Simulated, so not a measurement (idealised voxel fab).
Module name: voxel self aligned vias (process module)
Section shown: cut. Width: 285 nm. Cell size: 5 nm, square.
How to read a cross-section here: the picture is a grid of square cells, written as bands going from the top down, and any band can span one or more rows of cells.
Read a band's entry like this: the first values are the height of its top and the height of its bottom in nm, and what follows is the sequence of materials from left to right, each with its width in nm. Note that "blank" is empty space, and that a single material marked "throughout" reaches across the band from edge to edge.
A quick word on heights: they are counted from 0, and under that level the wafer as it came to us is one material throughout. The lowest band is different from the rest in having no bottom; it simply continues downward, written as in "0 nm and below".
Think of "30->40" as a width that walks from the first number to the second as you go down the band, top row to bottom row, taking equal-sized steps from row to row.
You'll sometimes find "no alteration" written for a step, and that's the way of saying that nowhere in the cross-section did a cell change during that step.
Heads up: "Cavities, closed" only lists the empty pockets with no open path to the top that are 8 cells or more, and it writes them as width x height at distance, distance from the left edge, in nm.
It should be noted that, on the line of a given step, the content following the step's settings is a remark produced by the simulator itself with respect to that step.
"overlay nm", when on a step's line for a step with a mask, measures how far to the right of its planned place the mask lay; a negative measure means to the left.
### Process steps foreseen in the plan
step 1: RECEIVE, material Si
step 2: CONFORMAL_DEP, material SiO2, thk nm 15
step 3: CONFORMAL_DEP, material SiCN, thk nm 5
step 4: DIRECTIONAL_DEP, material lowk, thk nm 25
step 5: MASKED_ETCH, tone open, mask id LINES, width nm 30, pitch nm 60, etch materials lowk, depth nm 25, overlay nm 0
step 6: CONFORMAL_DEP, material TiN, thk nm 5
step 7: FILL_DEP, material W, thk nm 10
step 8: CMP, height nm 45
step 9: SELECTIVE_ETCH, etch materials W Ru TiN, depth nm 5
step 10: FILL_DEP, material SiN, thk nm 5
step 11: CMP, height nm 45
step 12: DIRECTIONAL_DEP, material lowk, thk nm 20
step 13: MASKED_ETCH, tone open, mask id VIAS, width nm 40, pitch nm 60, etch materials lowk, depth nm 20, overlay nm 0
step 14: MASKED_ETCH, tone open, mask id VIAS, width nm 40, pitch nm 60, etch materials SiN, depth nm 5, overlay nm 0
step 15: CONFORMAL_DEP, material TiN, thk nm 5
step 16: FILL_DEP, material Cu, thk nm 5
step 17: CMP, height nm 65
step 18: CONFORMAL_DEP, material SiCN, thk nm 5
### This is the cross-section of the wafer as we received it, i.e. after step 1
    0 nm and below  Si throughout
    Cavities, closed: none
### First of two wafers: cross-section at end of module, run per plan
    70 nm to 65 nm  SiCN throughout
    65 nm to 50 nm  lowk: 60 / TiN: 5 / Cu: 30 / TiN: 5 / lowk: 20 / TiN: 5 / Cu: 30 / TiN: 5 / lowk: 20 / TiN: 5 / Cu: 30 / TiN: 5 / lowk: 65
    50 nm to 45 nm  lowk: 60 / TiN: 10 / Cu: 20 / TiN: 10 / lowk: 20 / TiN: 10 / Cu: 20 / TiN: 10 / lowk: 20 / TiN: 10 / Cu: 20 / TiN: 10 / lowk: 65
    45 nm to 40 nm  lowk: 65 / TiN: 30 / lowk: 30 / TiN: 30 / lowk: 30 / TiN: 30 / lowk: 70
    40 nm to 25 nm  lowk: 65 / TiN: 5 / W: 20 / TiN: 5 / lowk: 30 / TiN: 5 / W: 20 / TiN: 5 / lowk: 30 / TiN: 5 / W: 20 / TiN: 5 / lowk: 70
    25 nm to 20 nm  lowk: 65 / TiN: 30 / lowk: 30 / TiN: 30 / lowk: 30 / TiN: 30 / lowk: 70
    20 nm to 15 nm  SiCN throughout
    15 nm to 0 nm  SiO2 throughout
    0 nm and below  Si throughout
    Cavities, closed: none
### Wafer two, end of module, cross-section. Same start, same plan as wafer one. One mistake in the run
    70 nm to 65 nm  SiCN throughout
    65 nm to 45 nm  lowk: 60 / TiN: 5 / Cu: 30 / TiN: 5 / lowk: 20 / TiN: 5 / Cu: 30 / TiN: 5 / lowk: 20 / TiN: 5 / Cu: 30 / TiN: 5 / lowk: 65
    45 nm to 40 nm  SiN: 60 / TiN: 40 / SiN: 20 / TiN: 40 / SiN: 20 / TiN: 40 / SiN: 65
    40 nm to 20 nm  lowk: 65 / TiN: 5 / W: 20 / TiN: 5 / lowk: 30 / TiN: 5 / W: 20 / TiN: 5 / lowk: 30 / TiN: 5 / W: 20 / TiN: 5 / lowk: 70
    20 nm to 15 nm  lowk: 65 / TiN: 30 / lowk: 30 / TiN: 30 / lowk: 30 / TiN: 30 / lowk: 70
    15 nm to 0 nm  SiO2 throughout
    0 nm and below  Si throughout
    Cavities, closed: none
Deviation noted in wafer processing: plan step 3 was not performed, having been skipped
Looking at both finished wafers in cells, the second ends up ahead of or behind the first on some materials: 6 more of Cu, 57 fewer of SiCN, 33 more of SiN, 6 more of TiN, 12 more of W
